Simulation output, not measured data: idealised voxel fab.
Process module name: voxel capacitor over wiring
It is cross-section cut that appears here, measuring 165 nm in width, its square cells being 5 nm in size.
A cross-section in this document is a grid of square cells, and it is written down as bands, the top band listed before the ones below it; a band is made up of one or more rows of cells. Heads up on the band format: heights come first, top then bottom, in nm. After that it's the materials left to right, each with its width in nm. A single material flagged "throughout" fills the whole band edge to edge, and "air" means there's empty space there. Heights are expressed relative to 0, this being the level below which the as-received wafer comprises one material exclusively. The lowest band is unbounded in the downward direction and is denoted as in "0 nm and below". A width such as "30..40" changes by the same amount from each row of cells to the next, from the band's top row to its bottom row. "remained the same" means the step left every cell of the cross-section as it was. You'll see "Trapped voids" listing empty spaces that have no way open to the top, as long as they're 8 cells or more; the notation is width x height at distance, where the distance is from the left edge, and all of it is in nm. after a step's settings: what the simulator itself notes on the step. On any step carrying a mask, the "overlay nm" setting, if present on the step's line, tells how far right of its planned place the mask lay; negative values point to the left.

## So here's the lineup of process steps we planned
step 1: op RECEIVE | material Si
step 2: op CONFORMAL_DEP | material SiO2 | thk nm 10
step 3: op CONFORMAL_DEP | material SiN | thk nm 5
step 4: op DIRECTIONAL_DEP | material lowk | thk nm 20
step 5: op DIRECTIONAL_DEP | material aC | thk nm 15
step 6: op PATTERN | tone open | mask id METAL_1 | material resist | width nm 20 | pitch nm 90 | thk nm 35 | overlay nm 0
step 7: op DIRECTIONAL_ETCH | etch materials aC | depth nm 15
step 8: op STRIP | etch materials resist
step 9: op DIRECTIONAL_ETCH | etch materials lowk | depth nm 20
step 10: op DIRECTIONAL_ETCH | etch materials SiN | depth nm 5
step 11: op STRIP | etch materials aC
step 12: op CONFORMAL_DEP | material TiN | thk nm 5
step 13: op FILL_DEP | material Cu | thk nm 5
step 14: op CMP | height nm 35
step 15: op CONFORMAL_DEP | material SiCN | thk nm 5
step 16: op DIRECTIONAL_DEP | material lowk | thk nm 20
step 17: op PATTERN | tone open | mask id PLUG_1 | material resist | width nm 15 | thk nm 15 | overlay nm 0
step 18: op DIRECTIONAL_ETCH | etch materials lowk | depth nm 20
step 19: op DIRECTIONAL_ETCH | etch materials SiCN | depth nm 5
step 20: op STRIP | etch materials resist
step 21: op EPI | material Ru | thk nm 10
step 22: op EPI | material Ru | thk nm 10
step 23: op EPI | material Ru | thk nm 5
step 24: op DIRECTIONAL_DEP | material TiN | thk nm 5
step 25: op DIRECTIONAL_DEP | material HfO2 | thk nm 5
step 26: op DIRECTIONAL_DEP | material TiN | thk nm 5
step 27: op MASKED_ETCH | tone cover | mask id UPPER_PLATE | width nm 75 | etch materials TiN | depth nm 5 | overlay nm 0
step 28: op MASKED_ETCH | tone cover | mask id UPPER_PLATE | width nm 75 | etch materials HfO2 | depth nm 5 | overlay nm 0
step 29: op PATTERN | tone cover | mask id LOWER_PLATE | material resist | width nm 85 | thk nm 20 | overlay nm 0
step 30: op DIRECTIONAL_ETCH | etch materials TiN | depth nm 5
step 31: op STRIP | etch materials resist
step 32: op FILL_DEP | material SiO2 | thk nm 15
step 33: op CMP | height nm 85
step 34: op DIRECTIONAL_DEP | material aC | thk nm 10
step 35: op PATTERN | tone open | mask id PLUG_2 | material resist | width nm 15 | thk nm 30 | overlay nm 0
step 36: op DIRECTIONAL_ETCH | etch materials aC | depth nm 10
step 37: op STRIP | etch materials resist
step 38: op DIRECTIONAL_ETCH | etch materials SiO2 | depth nm 10
step 39: op STRIP | etch materials aC
step 40: op CONFORMAL_DEP | material TiN | thk nm 5
step 41: op FILL_DEP | material Cu | thk nm 10
step 42: op CMP | height nm 85
step 43: op CONFORMAL_DEP | material SiCN | thk nm 5

## As-received state of the wafer in cross-section, equivalent to post-step 1
- 0 nm and below | Si throughout
- Trapped voids: none

## Cross-section taken at module completion on the first of two wafers; processed per the plan
- 90 nm to 85 nm | SiCN throughout
- 85 nm to 80 nm | SiO2 40 nm, then TiN 5 nm, then Cu 5 nm, then TiN 5 nm, then SiO2 110 nm
- 80 nm to 70 nm | SiO2 40..30 nm, then TiN 15..75 nm, then SiO2 110..60 nm
- 70 nm to 65 nm | SiO2 30 nm, then HfO2 75 nm, then SiO2 60 nm
- 65 nm to 60 nm | SiO2 25 nm, then TiN 85 nm, then SiO2 55 nm
- 60 nm to 40 nm | lowk 30 nm, then Ru 15 nm, then lowk 120 nm
- 40 nm to 35 nm | SiCN 30 nm, then Ru 15 nm, then SiCN 120 nm
- 35 nm to 15 nm | lowk 25 nm, then TiN 5 nm, then Cu 10 nm, then TiN 5 nm, then lowk 70 nm, then TiN 5 nm, then Cu 10 nm, then TiN 5 nm, then lowk 30 nm
- 15 nm to 10 nm | SiN 25 nm, then TiN 20 nm, then SiN 70 nm, then TiN 20 nm, then SiN 30 nm
- 10 nm to 0 nm | SiO2 throughout
- 0 nm and below | Si throughout
- Trapped voids: none

## Now the second wafer, cross-sectioned at the end of the module. Nothing different at the start, nothing different in the plan compared with the first, just one mistake when it was actually run
- 90 nm to 85 nm | SiCN throughout
- 85 nm to 75 nm | SiO2 40 nm, then TiN 15..65 nm, then SiO2 110..60 nm
- 75 nm to 70 nm | SiO2 45 nm, then HfO2 60 nm, then SiO2 60 nm
- 70 nm to 65 nm | SiO2 25 nm, then TiN 5 nm, then SiO2 15 nm, then TiN 65 nm, then SiO2 55 nm
- 65 nm to 60 nm | lowk 30 nm, then SiO2 15 nm, then lowk 120 nm
- 60 nm to 55 nm | lowk 30 nm, then TiN 15 nm, then lowk 120 nm
- 55 nm to 50 nm | lowk 30 nm, then HfO2 15 nm, then lowk 120 nm
- 50 nm to 45 nm | lowk 30 nm, then TiN 15 nm, then lowk 120 nm
- 45 nm to 40 nm | lowk throughout
- 40 nm to 35 nm | SiCN throughout
- 35 nm to 15 nm | lowk 25 nm, then TiN 5 nm, then Cu 10 nm, then TiN 5 nm, then lowk 70 nm, then TiN 5 nm, then Cu 10 nm, then TiN 5 nm, then lowk 30 nm
- 15 nm to 10 nm | SiN 25 nm, then TiN 20 nm, then SiN 70 nm, then TiN 20 nm, then SiN 30 nm
- 10 nm to 0 nm | SiO2 throughout
- 0 nm and below | Si throughout
- Trapped voids: none
Run error: not per plan at step 16, really ran op DIRECTIONAL_DEP | material lowk | thk nm 25
Final difference in cells, second wafer against first, listed per material as more or fewer: -1 Cu | -15 Ru | +3 SiCN | -19 SiO2 | -1 TiN | +33 lowk
